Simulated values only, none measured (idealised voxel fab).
The process module that follows is named voxel spacer lines.
Section shown: cut. Width: 220 nm. Cell size: 5 nm, square.
Cross-section spec: square-cell grid; bands listed top down; each band is one or more rows. Read a band's entry like this: the first values are the height of its top and the height of its bottom in nm, and what follows is the sequence of materials from left to right, each with its width in nm. Note that "air" is empty space, and that a single material marked "throughout" reaches across the band from edge to edge. Height datum 0, below which the as-received substrate wafer is one material. Lowest band open at the bottom, running downward: "0 nm and below". It should be noted that a width expressed as "30 to 40" varies in equal increments from row to row of cells within the band, taking the value of the first number at the top row and that of the second number at the bottom row. It should be understood that the words "all unchanged", when stated for a given step, signify that the cross-section underwent no change in any of its cells during that step. Listed in "Non-vented voids": every empty space of 8 or more cells without an open way to the top. Form: width x height at distance, the distance being from the left edge, all in nm. Formally, on a step line, whatever follows the settings is a remark that the simulator itself makes on the step. A step's line can hold "overlay nm"; with a mask on that step, the setting says how far right of the planned place the mask lay, while a negative setting says it lay to the left.
### plan
- 1: RECEIVE,material Si
- 2: CONFORMAL_DEP,material Al2O3,thk nm 5
- 3: DIRECTIONAL_DEP,material TiN,thk nm 20
- 4: DIRECTIONAL_DEP,material polySi,thk nm 20
- 5: PATTERN,tone cover,mask id MANDREL,material resist,width nm 15,pitch nm 60,thk nm 25,overlay nm 0
- 6: DIRECTIONAL_ETCH,etch materials polySi,depth nm 20
- 7: STRIP,etch materials resist
- 8: CONFORMAL_DEP,material SiN,thk nm 15
- 9: DIRECTIONAL_ETCH,etch materials SiN,depth nm 15
- 10: STRIP,etch materials polySi
- 11: DIRECTIONAL_ETCH,etch materials TiN,depth nm 20
- 12: STRIP,etch materials SiN
### Received-state cross-section, reflecting completion of step 1
* 0 nm and below  Si throughout
* Non-vented voids: none
### Cross-section at module end, one run error; start and plan unchanged from above
* 45 nm to 25 nm  air 55, TiN 15, air 15, TiN 15, air 15, TiN 15, air 15, TiN 15, air 60
* 25 nm to 5 nm  TiN throughout
* 5 nm to 0 nm  Al2O3 throughout
* 0 nm and below  Si throughout
* Non-vented voids: none
Nonconformance to the process plan: it should be noted that step 3 of the plan was executed twice
